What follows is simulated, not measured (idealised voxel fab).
Process module name: voxel lift off
The cross-section on display is named cut; it measures 190 nm wide, and its cells are 5 nm squares.
The cross-sections in this document take the form of a grid made of square cells. They are written out as bands, in order from top to bottom. Each band consists of one or more rows of cells.
A band entry consists of two parts. The first gives the height of the band's top and the height of its bottom, in nm. The rest lists the band's materials from left to right, each with its width in nm. A single material labelled with the word "full width" fills the band from edge to edge, and the word "empty" marks empty space.
A quick word on heights: they are counted from 0, and under that level the wafer as it came to us is one material throughout. The lowest band is different from the rest in having no bottom; it simply continues downward, written as in "top 0, no bottom".
The expression "30->40" gives the width at the extremes of the band, the first number at its top row of cells and the second at its bottom row, with the width changing by equal amounts from each row to the next in between.
Step marked "stayed the same"? Then no cell in the cross-section changed in it.
Closed-off voids of 8+ cells (no open route to the top) go in "Closed voids list", written width x height at distance from the left edge, in nm.
That trailing text on a step's line, after the settings, is the simulator's own remark on the step.
A step's line can hold "overlay nm"; with a mask on that step, the setting says how far right of the planned place the mask lay, while a negative setting says it lay to the left.

Steps in the process plan
1. RECEIVE, material Si
2. CONFORMAL_DEP, material Al2O3, thk nm 5
3. PATTERN, tone open, mask id LINES, material resist, width nm 30, pitch nm 55, thk nm 20, overlay nm 0
4. DIRECTIONAL_DEP, material Ru, thk nm 10
5. STRIP, etch materials resist
6. CONFORMAL_DEP, material SiCN, thk nm 5

So this is the incoming wafer in cross-section - it's already been through step 1
  top 0, no bottom | Si full width
  Closed voids list: none

Sectioned view, first of two wafers, at the close of the module, processed as intended in the plan
  top 20, bottom 15 | empty=45 / SiCN=40 / empty=15 / SiCN=40 / empty=50
  top 15, bottom 10 | empty=45 / SiCN=5 / Ru=30 / SiCN=5 / empty=15 / SiCN=5 / Ru=30 / SiCN=5 / empty=50
  top 10, bottom 5 | SiCN=50 / Ru=30 / SiCN=25 / Ru=30 / SiCN=55
  top 5, bottom 0 | Al2O3 full width
  top 0, no bottom | Si full width
  Closed voids list: none

Here is the second of the two wafers cut open at the end of the module - same start, same plan as the first one, but we made one mistake running it
  top 20, bottom 10 | empty=45 / SiCN=40 / empty=15 / SiCN=40 / empty=50
  top 10, bottom 5 | SiCN full width
  top 5, bottom 0 | Al2O3 full width
  top 0, no bottom | Si full width
  Closed voids list: none
Which mistake was made when the wafer was run? not per plan at step 4, really ran DIRECTIONAL_DEP, material SiCN, thk nm 10
Final comparison by cell count, materials where the second wafer has more or fewer than the first: -24 Ru; +24 SiCN
